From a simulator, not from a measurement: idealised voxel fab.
Module name: voxel quadruple lines (process module)
We display cut, a cross-section 225 nm in width whose square cells are each 5 nm.
A cross-section is a grid of square cells, given in bands from the top down. A band is one or more rows of cells. Top height, bottom height, nm. Materials left to right, width each, nm. Single material + "edge to edge" = fills band edge to edge. "air" = empty. Height is counted from the level 0, under which the received wafer is composed throughout of one material. The lowest of the bands is not closed at the bottom but continues downward, in the notation "z 0 and below". Read "30..40" as a graded width: first number on top, second number at the bottom, same change between each pair of neighbouring rows. The cross-section has no changed cell in any step marked "nothing got changed". "Enclosed void inventory" enumerates empty spaces isolated from the top, with no open way to it, that contain at least 8 cells, giving each as width x height at distance from the left edge, all three in nm. Text after the settings on a step's line: the simulator's own remark on that step. A step line may carry the setting "overlay nm", which, for steps involving a mask, states the distance by which the mask lay to the right of its intended position; negative values denote displacement to the left.
Set out below are the planned steps of the process:
1) RECEIVE,material Si
2) CONFORMAL_DEP,material SiO2,thk nm 10
3) DIRECTIONAL_DEP,material TiN,thk nm 10
4) DIRECTIONAL_DEP,material polySi,thk nm 20
5) DIRECTIONAL_DEP,material aC,thk nm 20
6) PATTERN,tone cover,mask id MANDREL,material resist,width nm 30,thk nm 30,overlay nm 0
7) DIRECTIONAL_ETCH,etch materials aC,depth nm 20
8) STRIP,etch materials resist
9) CONFORMAL_DEP,material SiO2,thk nm 10
10) DIRECTIONAL_ETCH,etch materials SiO2,depth nm 10
11) STRIP,etch materials aC
12) DIRECTIONAL_ETCH,etch materials polySi,depth nm 20
13) STRIP,etch materials SiO2
14) CONFORMAL_DEP,material SiN,thk nm 10
15) DIRECTIONAL_ETCH,etch materials SiN,depth nm 10
16) STRIP,etch materials polySi
17) DIRECTIONAL_ETCH,etch materials TiN,depth nm 10
18) STRIP,etch materials SiN
19) FILL_DEP,material lowk,thk nm 10
20) CMP,height nm 20
So, the first of our two wafers, run just as we planned it:
Wafer cross-section on receipt, i.e. after step 1:
> z 0 and below: Si edge to edge
> Enclosed void inventory: none
Cross-section through the wafer, step 2 finished:
> z 10 to 0: SiO2 edge to edge
> Below 0, no change.
Cross-section through the wafer, step 3 finished:
> z 20 to 10: TiN edge to edge
> Below 10, no change.
Cross-section through the wafer, step 4 finished:
> z 40 to 20: polySi edge to edge
> Below 20, no change.
Cross-section through the wafer, step 5 finished:
> z 60 to 40: aC edge to edge
> Below 40, no change.
Cross-section through the wafer, step 6 finished:
> z 90 to 60: 95 nm air / 30 nm resist / 100 nm air
> Below 60, no change.
Cross-section through the wafer, step 7 finished:
> z 70 to 60: 95 nm air / 30 nm resist / 100 nm air
> z 60 to 40: 95 nm air / 30 nm aC / 100 nm air
> Below 40, no change.
Cross-section through the wafer, step 8 finished:
> z 60 to 40: 95 nm air / 30 nm aC / 100 nm air
> Below 40, no change.
Cross-section through the wafer, step 9 finished:
> z 70 to 60: 85 nm air / 50 nm SiO2 / 90 nm air
> z 60 to 50: 85 nm air / 10 nm SiO2 / 30 nm aC / 10 nm SiO2 / 90 nm air
> z 50 to 40: 95 nm SiO2 / 30 nm aC / 100 nm SiO2
> Below 40, no change.
Cross-section through the wafer, step 10 finished:
> z 60 to 40: 85 nm air / 10 nm SiO2 / 30 nm aC / 10 nm SiO2 / 90 nm air
> Below 40, no change.
Cross-section through the wafer, step 11 finished:
> z 60 to 40: 85 nm air / 10 nm SiO2 / 30 nm air / 10 nm SiO2 / 90 nm air
> Below 40, no change.
Cross-section through the wafer, step 12 finished:
> z 60 to 40: 85 nm air / 10 nm SiO2 / 30 nm air / 10 nm SiO2 / 90 nm air
> z 40 to 20: 85 nm air / 10 nm polySi / 30 nm air / 10 nm polySi / 90 nm air
> Below 20, no change.
Cross-section through the wafer, step 13 finished:
> z 40 to 20: 85 nm air / 10 nm polySi / 30 nm air / 10 nm polySi / 90 nm air
> Below 20, no change.
Cross-section through the wafer, step 14 finished:
> z 50 to 40: 75 nm air / 30 nm SiN / 10 nm air / 30 nm SiN / 80 nm air
> z 40 to 30: 75 nm air / 10 nm SiN / 10 nm polySi / 10 nm SiN / 10 nm air / 10 nm SiN / 10 nm polySi / 10 nm SiN / 80 nm air
> z 30 to 20: 85 nm SiN / 10 nm polySi / 30 nm SiN / 10 nm polySi / 90 nm SiN
> Below 20, no change.
Cross-section through the wafer, step 15 finished:
> z 40 to 20: 75 nm air / 10 nm SiN / 10 nm polySi / 10 nm SiN / 10 nm air / 10 nm SiN / 10 nm polySi / 10 nm SiN / 80 nm air
> Below 20, no change.
Cross-section through the wafer, step 16 finished:
> z 40 to 20: 75 nm air / 10 nm SiN / 10 nm air / 10 nm SiN / 10 nm air / 10 nm SiN / 10 nm air / 10 nm SiN / 80 nm air
> Below 20, no change.
Cross-section through the wafer, step 17 finished:
> z 40 to 20: 75 nm air / 10 nm SiN / 10 nm air / 10 nm SiN / 10 nm air / 10 nm SiN / 10 nm air / 10 nm SiN / 80 nm air
> z 20 to 10: 75 nm air / 10 nm TiN / 10 nm air / 10 nm TiN / 10 nm air / 10 nm TiN / 10 nm air / 10 nm TiN / 80 nm air
> Below 10, no change.
Cross-section through the wafer, step 18 finished:
> z 20 to 10: 75 nm air / 10 nm TiN / 10 nm air / 10 nm TiN / 10 nm air / 10 nm TiN / 10 nm air / 10 nm TiN / 80 nm air
> Below 10, no change.
Cross-section through the wafer, step 19 finished:
> z 30 to 20: lowk edge to edge
> z 20 to 10: 75 nm lowk / 10 nm TiN / 10 nm lowk / 10 nm TiN / 10 nm lowk / 10 nm TiN / 10 nm lowk / 10 nm TiN / 80 nm lowk
> Below 10, no change.
Cross-section through the wafer, step 20 finished:
> z 20 to 10: 75 nm lowk / 10 nm TiN / 10 nm lowk / 10 nm TiN / 10 nm lowk / 10 nm TiN / 10 nm lowk / 10 nm TiN / 80 nm lowk
> Below 10, no change.
Second wafer, same starting state and plan as the first, one mistake in the run, identical through step 5:
Second wafer, cut view, end of step 6 per plan:
> z 90 to 60: 100 nm air / 20 nm resist / 105 nm air
> Below 60, no change.
Second wafer, cut view, end of step 7 per plan:
> z 70 to 60: 100 nm air / 20 nm resist / 105 nm air
> z 60 to 40: 100 nm air / 20 nm aC / 105 nm air
> Below 40, no change.
Second wafer, cut view, end of step 8 per plan:
> z 60 to 40: 100 nm air / 20 nm aC / 105 nm air
> Below 40, no change.
Second wafer, cut view, end of step 9 per plan:
> z 70 to 60: 90 nm air / 40 nm SiO2 / 95 nm air
> z 60 to 50: 90 nm air / 10 nm SiO2 / 20 nm aC / 10 nm SiO2 / 95 nm air
> z 50 to 40: 100 nm SiO2 / 20 nm aC / 105 nm SiO2
> Below 40, no change.
Second wafer, cut view, end of step 10 per plan:
> z 60 to 40: 90 nm air / 10 nm SiO2 / 20 nm aC / 10 nm SiO2 / 95 nm air
> Below 40, no change.
Second wafer, cut view, end of step 11 per plan:
> z 60 to 40: 90 nm air / 10 nm SiO2 / 20 nm air / 10 nm SiO2 / 95 nm air
> Below 40, no change.
Second wafer, cut view, end of step 12 per plan:
> z 60 to 40: 90 nm air / 10 nm SiO2 / 20 nm air / 10 nm SiO2 / 95 nm air
> z 40 to 20: 90 nm air / 10 nm polySi / 20 nm air / 10 nm polySi / 95 nm air
> Below 20, no change.
Second wafer, cut view, end of step 13 per plan:
> z 40 to 20: 90 nm air / 10 nm polySi / 20 nm air / 10 nm polySi / 95 nm air
> Below 20, no change.
Second wafer, cut view, end of step 14 per plan:
> z 50 to 40: 80 nm air / 60 nm SiN / 85 nm air
> z 40 to 30: 80 nm air / 10 nm SiN / 10 nm polySi / 20 nm SiN / 10 nm polySi / 10 nm SiN / 85 nm air
> z 30 to 20: 90 nm SiN / 10 nm polySi / 20 nm SiN / 10 nm polySi / 95 nm SiN
> Below 20, no change.
Second wafer, cut view, end of step 15 per plan:
> z 40 to 20: 80 nm air / 10 nm SiN / 10 nm polySi / 20 nm SiN / 10 nm polySi / 10 nm SiN / 85 nm air
> Below 20, no change.
Second wafer, cut view, end of step 16 per plan:
> z 40 to 20: 80 nm air / 10 nm SiN / 10 nm air / 20 nm SiN / 10 nm air / 10 nm SiN / 85 nm air
> Below 20, no change.
Second wafer, cut view, end of step 17 per plan:
> z 40 to 20: 80 nm air / 10 nm SiN / 10 nm air / 20 nm SiN / 10 nm air / 10 nm SiN / 85 nm air
> z 20 to 10: 80 nm air / 10 nm TiN / 10 nm air / 20 nm TiN / 10 nm air / 10 nm TiN / 85 nm air
> Below 10, no change.
Second wafer, cut view, end of step 18 per plan:
> z 20 to 10: 80 nm air / 10 nm TiN / 10 nm air / 20 nm TiN / 10 nm air / 10 nm TiN / 85 nm air
> Below 10, no change.
Second wafer, cut view, end of step 19 per plan:
> z 30 to 20: lowk edge to edge
> z 20 to 10: 80 nm lowk / 10 nm TiN / 10 nm lowk / 20 nm TiN / 10 nm lowk / 10 nm TiN / 85 nm lowk
> Below 10, no change.
Second wafer, cut view, end of step 20 per plan:
> z 20 to 10: 80 nm lowk / 10 nm TiN / 10 nm lowk / 20 nm TiN / 10 nm lowk / 10 nm TiN / 85 nm lowk
> Below 10, no change.
What went wrong in running the wafer? rather than as planned, step 6 actually ran as PATTERN,tone cover,mask id MANDREL,material resist,width nm 20,thk nm 30,overlay nm 0
If you tally the cells, the second wafer ends up with the same amount of every material as the first; it's all just sitting in different places.
